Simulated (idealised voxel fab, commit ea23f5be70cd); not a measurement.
Process module, titled voxel ribs on slabs
270 nm wide, 5 nm square cells: that's cross-section cut.
Cross-section spec: square-cell grid; bands listed top down; each band is one or more rows. Top height, bottom height, nm. Materials left to right, width each, nm. Single material + "full width" = fills band edge to edge. "air" = empty. We count height from 0. Below that, the starting wafer is all one material. The lowest band never ends at the bottom but goes on down; see "0 -> down" for how that is written. A width such as "30..40" changes by the same amount from each row of cells to the next, from the band's top row to its bottom row. Step note "stayed the same" = no cross-section cell changed. Basically, "Sealed internal cavities" tells you about the enclosed voids: empty spaces with no open way to the top, 8 cells or bigger, each written width x height at distance, where distance is from the left edge, all in nm. after a step's settings: what the simulator itself notes on the step. You can add "overlay nm" to a step's line. For a step with a mask, it describes how far the mask lay to the right of its planned position, and a negative number describes a lay to the left.

# Below is the list of planned process steps
1: RECEIVE | material Si
2: DIRECTIONAL_DEP | material SiO2 | thk nm 25
3: DIRECTIONAL_DEP | material SiN | thk nm 20
4: DIRECTIONAL_DEP | material aC | thk nm 15
5: PATTERN | tone cover | mask id RIB | material resist | width nm 15 | thk nm 35 | overlay nm 0
6: DIRECTIONAL_ETCH | etch materials aC | depth nm 15
7: STRIP | etch materials resist
8: DIRECTIONAL_ETCH | etch materials SiN | depth nm 5
9: STRIP | etch materials aC
10: MASKED_ETCH | tone cover | mask id SLAB | width nm 55 | etch materials SiN | depth nm 15 | overlay nm 0
11: FILL_DEP | material SiO2 | thk nm 15
12: CMP | height nm 55
13: DIRECTIONAL_DEP | material W | thk nm 10
14: PATTERN | tone cover | mask id HEATER | material resist | width nm 25 | thk nm 15 | overlay nm 0
15: DIRECTIONAL_ETCH | etch materials W | depth nm 10
16: STRIP | etch materials resist
17: CONFORMAL_DEP | material SiN | thk nm 5

# Delivered wafer in cross-section: state after step 1
- 0 -> down: Si full width
- Sealed internal cavities: none

# Wafer at module end, in section. Began as above, planned as above, run with one mistake
- 80 -> 70: air 105 nm; SiN 55 nm; air 110 nm
- 70 -> 65: SiN full width
- 65 -> 55: SiN 120 nm; W 25 nm; SiN 125 nm
- 55 -> 45: SiO2 full width
- 45 -> 40: SiO2 125 nm; SiN 15 nm; SiO2 130 nm
- 40 -> 25: SiO2 105 nm; SiN 55 nm; SiO2 110 nm
- 25 -> 0: SiO2 full width
- 0 -> down: Si full width
- Sealed internal cavities: none
The mistake made against the process plan was this: heads up, step 17 didn't go per plan, it actually ran as CONFORMAL_DEP | material SiN | thk nm 15
